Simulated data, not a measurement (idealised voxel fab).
process module | voxel wiring stack
cross-section cut | 300 nm wide | cells 5 nm
A cross-section is a grid of square cells, given in bands from the top down. A band is one or more rows of cells.
Each band's line starts with the height of the band's top and of its bottom, in nm. Then come its materials from left to right, each with its width in nm. One material with "throughout" fills the band from edge to edge. "air" is empty space.
Height 0 is the level under which the wafer as received is all one material. The lowest band goes on downwards, as in "0 down".
A width such as "30 to 40" changes by the same amount from each row of cells to the next, from the band's top row to its bottom row.
"no change" after a step means that no cell of the cross-section changed.
closed voids: empty space of 8 cells or more with no open way to the top, each as width x height at its distance from the left edge, in nm
after a step's settings: what the simulator itself notes on the step
overlay nm, on a step with a mask: how far to the right of its planned place the mask lay; to the left if negative
plan
1 op RECEIVE | material Si
2 op CONFORMAL_DEP | material SiO2 | thk nm 15
3 op CONFORMAL_DEP | material SiCN | thk nm 5
4 op DIRECTIONAL_DEP | material lowk | thk nm 15
5 op DIRECTIONAL_DEP | material aC | thk nm 10
6 op PATTERN | tone open | mask id METAL_1 | material resist | width nm 25 | pitch nm 40 | thk nm 30 | overlay nm 0
7 op DIRECTIONAL_ETCH | etch materials aC | depth nm 10
8 op STRIP | etch materials resist
9 op DIRECTIONAL_ETCH | etch materials lowk | depth nm 15
10 op DIRECTIONAL_ETCH | etch materials SiCN | depth nm 5
11 op STRIP | etch materials aC
12 op CONFORMAL_DEP | material TiN | thk nm 5
13 op FILL_DEP | material Ru | thk nm 10
14 op CMP | height nm 35
15 op EPI | material Ru | thk nm 5
16 op FILL_DEP | material SiCN | thk nm 5
17 op DIRECTIONAL_DEP | material lowk | thk nm 15
18 op DIRECTIONAL_DEP | material aC | thk nm 10
19 op PATTERN | tone open | mask id PLUG_1 | material resist | width nm 15 | pitch nm 40 | thk nm 25 | overlay nm 0
20 op DIRECTIONAL_ETCH | etch materials aC | depth nm 10
21 op STRIP | etch materials resist
22 op DIRECTIONAL_ETCH | etch materials lowk | depth nm 15
23 op DIRECTIONAL_ETCH | etch materials SiCN | depth nm 5
24 op STRIP | etch materials aC
25 op EPI | material Ru | thk nm 10
26 op EPI | material Ru | thk nm 10
27 op DIRECTIONAL_DEP | material TiN | thk nm 5
28 op DIRECTIONAL_DEP | material W | thk nm 20
29 op PATTERN | tone cover | mask id METAL_2 | material resist | width nm 25 | pitch nm 40 | thk nm 15 | overlay nm 0
30 op DIRECTIONAL_ETCH | etch materials W | depth nm 20
31 op DIRECTIONAL_ETCH | etch materials TiN | depth nm 5
32 op STRIP | etch materials resist
33 op FILL_DEP | material SiO2 | thk nm 5
34 op CMP | height nm 85
35 op CONFORMAL_DEP | material SiCN | thk nm 5
36 op DIRECTIONAL_DEP | material SiO2 | thk nm 35
37 op DIRECTIONAL_DEP | material aC | thk nm 15
38 op PATTERN | tone open | mask id METAL_3 | material resist | width nm 25 | pitch nm 40 | thk nm 35 | overlay nm 0
39 op DIRECTIONAL_ETCH | etch materials aC | depth nm 15
40 op STRIP | etch materials resist
41 op DIRECTIONAL_ETCH | etch materials SiO2 | depth nm 20
42 op STRIP | etch materials aC
43 op PATTERN | tone open | mask id METAL_3_HOLES | material resist | width nm 15 | thk nm 15 | overlay nm 0
44 op DIRECTIONAL_ETCH | etch materials SiO2 | depth nm 15
45 op DIRECTIONAL_ETCH | etch materials SiCN | depth nm 5
46 op STRIP | etch materials resist
47 op CONFORMAL_DEP | material TiN | thk nm 5
48 op FILL_DEP | material Ru | thk nm 10
49 op CMP | height nm 125
50 op CONFORMAL_DEP | material SiCN | thk nm 5
51 op DIRECTIONAL_DEP | material lowk | thk nm 25
52 op PATTERN | tone open | mask id METAL_4_HOLES | material resist | width nm 15 | pitch nm 40 | thk nm 20 | overlay nm 0
53 op DIRECTIONAL_ETCH | etch materials lowk | depth nm 25
54 op STRIP | etch materials resist
55 op PATTERN | tone open | mask id METAL_4 | material resist | width nm 25 | pitch nm 40 | thk nm 20 | overlay nm 0
56 op DIRECTIONAL_ETCH | etch materials lowk | depth nm 15
57 op DIRECTIONAL_ETCH | etch materials SiCN | depth nm 5
58 op STRIP | etch materials resist
59 op CONFORMAL_DEP | material TiN | thk nm 5
60 op FILL_DEP | material Cu | thk nm 5
61 op CMP | height nm 155
62 op CONFORMAL_DEP | material SiCN | thk nm 5
as received, after step 1
  0 down: Si throughout
  closed voids: none
first wafer at the end, as planned
  160 to 155: SiCN throughout
  155 to 145: lowk 115 | TiN 5 | Cu 15 | TiN 5 | lowk 15 | TiN 5 | Cu 15 | TiN 5 | lowk 120
  145 to 140: lowk 115 | TiN 5 | Cu 5 | TiN 15 | lowk 15 | TiN 5 | Cu 5 | TiN 15 | lowk 120
  140 to 130: lowk 115 | TiN 5 | Cu 5 | TiN 5 | lowk 25 | TiN 5 | Cu 5 | TiN 5 | lowk 130
  130 to 125: SiCN 115 | TiN 15 | SiCN 25 | TiN 15 | SiCN 130
  125 to 110: SiO2 115 | TiN 5 | Ru 15 | TiN 5 | SiO2 15 | TiN 5 | Ru 15 | TiN 5 | SiO2 120
  110 to 105: SiO2 115 | TiN 5 | Ru 5 | TiN 15 | SiO2 15 | TiN 25 | SiO2 120
  105 to 90: SiO2 115 | TiN 5 | Ru 5 | TiN 5 | SiO2 170
  90 to 85: SiCN 115 | TiN 15 | SiCN 170
  85 to 65: SiO2 115 | W 25 | SiO2 15 | W 25 | SiO2 120
  65 to 60: SiO2 115 | TiN 25 | SiO2 15 | TiN 25 | SiO2 120
  60 to 45: lowk 115 | Ru 15 | lowk 25 | Ru 15 | lowk 130
  45 to 35: SiCN 115 to 110 | Ru 15 to 35 | SiCN 25 to 5 | Ru 15 to 35 | SiCN 130 to 115
  35 to 20: lowk 115 | TiN 5 | Ru 15 | TiN 5 | lowk 15 | TiN 5 | Ru 15 | TiN 5 | lowk 120
  20 to 15: SiCN 115 | TiN 25 | SiCN 15 | TiN 25 | SiCN 120
  15 to 0: SiO2 throughout
  0 down: Si throughout
  closed voids: none
second wafer at the end: like start, like plan, one mistake
  160 to 155: SiCN throughout
  155 to 145: lowk 115 | TiN 5 | Cu 15 | TiN 5 | lowk 15 | TiN 5 | Cu 15 | TiN 5 | lowk 120
  145 to 135: lowk 115 | TiN 5 | Cu 5 | TiN 15 to 5 | lowk 15 to 25 | TiN 5 | Cu 5 | TiN 15 to 5 | lowk 120 to 130
  135 to 130: lowk 115 | TiN 15 | lowk 25 | TiN 15 | lowk 130
  130 to 125: Cu throughout
  125 to 110: SiO2 115 | TiN 5 | Ru 15 | TiN 5 | SiO2 15 | TiN 5 | Ru 15 | TiN 5 | SiO2 120
  110 to 105: SiO2 115 | TiN 5 | Ru 5 | TiN 15 | SiO2 15 | TiN 25 | SiO2 120
  105 to 90: SiO2 115 | TiN 5 | Ru 5 | TiN 5 | SiO2 170
  90 to 85: SiCN 115 | TiN 15 | SiCN 170
  85 to 65: SiO2 115 | W 25 | SiO2 15 | W 25 | SiO2 120
  65 to 60: SiO2 115 | TiN 25 | SiO2 15 | TiN 25 | SiO2 120
  60 to 45: lowk 115 | Ru 15 | lowk 25 | Ru 15 | lowk 130
  45 to 35: SiCN 115 to 110 | Ru 15 to 35 | SiCN 25 to 5 | Ru 15 to 35 | SiCN 130 to 115
  35 to 20: lowk 115 | TiN 5 | Ru 15 | TiN 5 | lowk 15 | TiN 5 | Ru 15 | TiN 5 | lowk 120
  20 to 15: SiCN 115 | TiN 25 | SiCN 15 | TiN 25 | SiCN 120
  15 to 0: SiO2 throughout
  0 down: Si throughout
  closed voids: none
what went wrong: step 50 ran as: op CONFORMAL_DEP | material Cu | thk nm 5
at the end the second wafer has, in cells: 58 more of Cu | 54 fewer of SiCN | 4 fewer of TiN
